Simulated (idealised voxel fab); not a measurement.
The following process module bears the name voxel transistor to metal.
cross-section cut | 200 nm wide | cells 5 nm
A cross-section in this document is a grid of square cells, and it is written down as bands, the top band listed before the ones below it; a band is made up of one or more rows of cells. The entry gives the band's vertical extent as a top height and a bottom height in nm, then its horizontal make-up as materials from left to right, each with a width in nm. "air" stands for empty space; a single material marked "full width" fills the band edge to edge. Below 0: as-received wafer, all one material; heights counted from there. Lowest band: no bottom, goes on down, written "0 nm and below". A two-number width, for instance "30 to 40", indicates that the width is equal to the first number in the top row of the band and to the second number in the bottom row, and that it changes by a constant amount per row of cells. "no alteration" for a step: no cell of the cross-section changed in that step. Under "Enclosed cavities" you'll find the enclosed gaps, the ones with no way out to the top, that are 8 cells or bigger; each reads width x height at distance, with distance counted from the left edge, everything in nm. Anything after a step's settings on that line? It's the simulator's own note about the step. overlay nm: mask offset rightward from planned place, masked step; negative means leftward offset.

Steps planned for the process:
1: RECEIVE, material Si
2: CONFORMAL_DEP, material SiO2, thk nm 5
3: CONFORMAL_DEP, material SiN, thk nm 15
4: MASKED_ETCH, tone cover, mask id ACTIVE, width nm 115, etch materials SiN, depth nm 15, overlay nm 0
5: MASKED_ETCH, tone cover, mask id ACTIVE, width nm 115, etch materials SiO2, depth nm 5, overlay nm 0
6: MASKED_ETCH, tone cover, mask id ACTIVE, width nm 115, etch materials Si, depth nm 20, overlay nm 0
7: FILL_DEP, material SiO2, thk nm 15
8: CMP, height nm 20
9: SELECTIVE_ETCH, etch materials SiO2, depth nm 10
10: STRIP, etch materials SiN
11: SELECTIVE_ETCH, etch materials SiO2, depth nm 5
12: OXIDIZE, depth nm 5
13: DIRECTIONAL_DEP, material polySi, thk nm 25
14: DIRECTIONAL_DEP, material SiCN, thk nm 10
15: MASKED_ETCH, tone cover, mask id GATE, width nm 25, etch materials SiCN, depth nm 20, overlay nm 0
16: MASKED_ETCH, tone cover, mask id GATE, width nm 15, etch materials polySi, depth nm 35, overlay nm 0
17: CONFORMAL_DEP, material SiN, thk nm 10
18: DIRECTIONAL_ETCH, etch materials SiN, depth nm 10
19: DIRECTIONAL_ETCH, etch materials SiO2, depth nm 5
20: EPI, material SiGe, thk nm 5
21: FILL_DEP, material SiO2, thk nm 5
22: CMP, height nm 35
23: DIRECTIONAL_DEP, material SiO2, thk nm 10
24: PATTERN, tone open, mask id CONTACT, material resist, width nm 20, pitch nm 85, thk nm 15, overlay nm 0
25: DIRECTIONAL_ETCH, etch materials SiO2, depth nm 45
26: STRIP, etch materials resist
27: CONFORMAL_DEP, material TiN, thk nm 5
28: FILL_DEP, material W, thk nm 10
29: CMP, height nm 45
30: DIRECTIONAL_DEP, material TiN, thk nm 5
31: DIRECTIONAL_DEP, material Ru, thk nm 20
32: DIRECTIONAL_DEP, material aC, thk nm 10
33: PATTERN, tone cover, mask id METAL_1, material resist, width nm 20, pitch nm 85, thk nm 25, overlay nm 0
34: DIRECTIONAL_ETCH, etch materials aC, depth nm 10
35: STRIP, etch materials resist
36: DIRECTIONAL_ETCH, etch materials Ru, depth nm 20
37: DIRECTIONAL_ETCH, etch materials TiN, depth nm 5
38: STRIP, etch materials aC
39: CONFORMAL_DEP, material SiN, thk nm 5
40: FILL_DEP, material SiO2, thk nm 5
41: CMP, height nm 70
42: CONFORMAL_DEP, material SiCN, thk nm 5
The plan's step 16 width nm is the first wafer's value; the wafers differ in this setting and start identical.

First of several wafers (as received, post step 1), cross-sectional view:
    0 nm and below  Si full width
    Enclosed cavities: none

Basically each wafer gets a line in the table, showing it at the end of the module: material by material, the cells it gained (+) or lost (-) since we got it, then its closed voids:
width nm 15; +32 Ru; -91 Si; +50 SiCN; +12 SiGe; +80 SiN; +412 SiO2; +48 TiN; +32 W; +25 polySi; Enclosed cavities: none
width nm 20; +32 Ru; -91 Si; +50 SiCN; +12 SiGe; +80 SiN; +412 SiO2; +48 TiN; +32 W; +25 polySi; Enclosed cavities: none
width nm 25; +32 Ru; -91 Si; +50 SiCN; +12 SiGe; +80 SiN; +412 SiO2; +48 TiN; +32 W; +25 polySi; Enclosed cavities: none
width nm 30; +32 Ru; -91 Si; +50 SiCN; +11 SiGe; +80 SiN; +408 SiO2; +48 TiN; +32 W; +30 polySi; Enclosed cavities: none
width nm 35; +32 Ru; -91 Si; +50 SiCN; +10 SiGe; +80 SiN; +404 SiO2; +48 TiN; +32 W; +35 polySi; Enclosed cavities: none
width nm 40; +32 Ru; -91 Si; +50 SiCN; +9 SiGe; +80 SiN; +400 SiO2; +48 TiN; +32 W; +40 polySi; Enclosed cavities: none
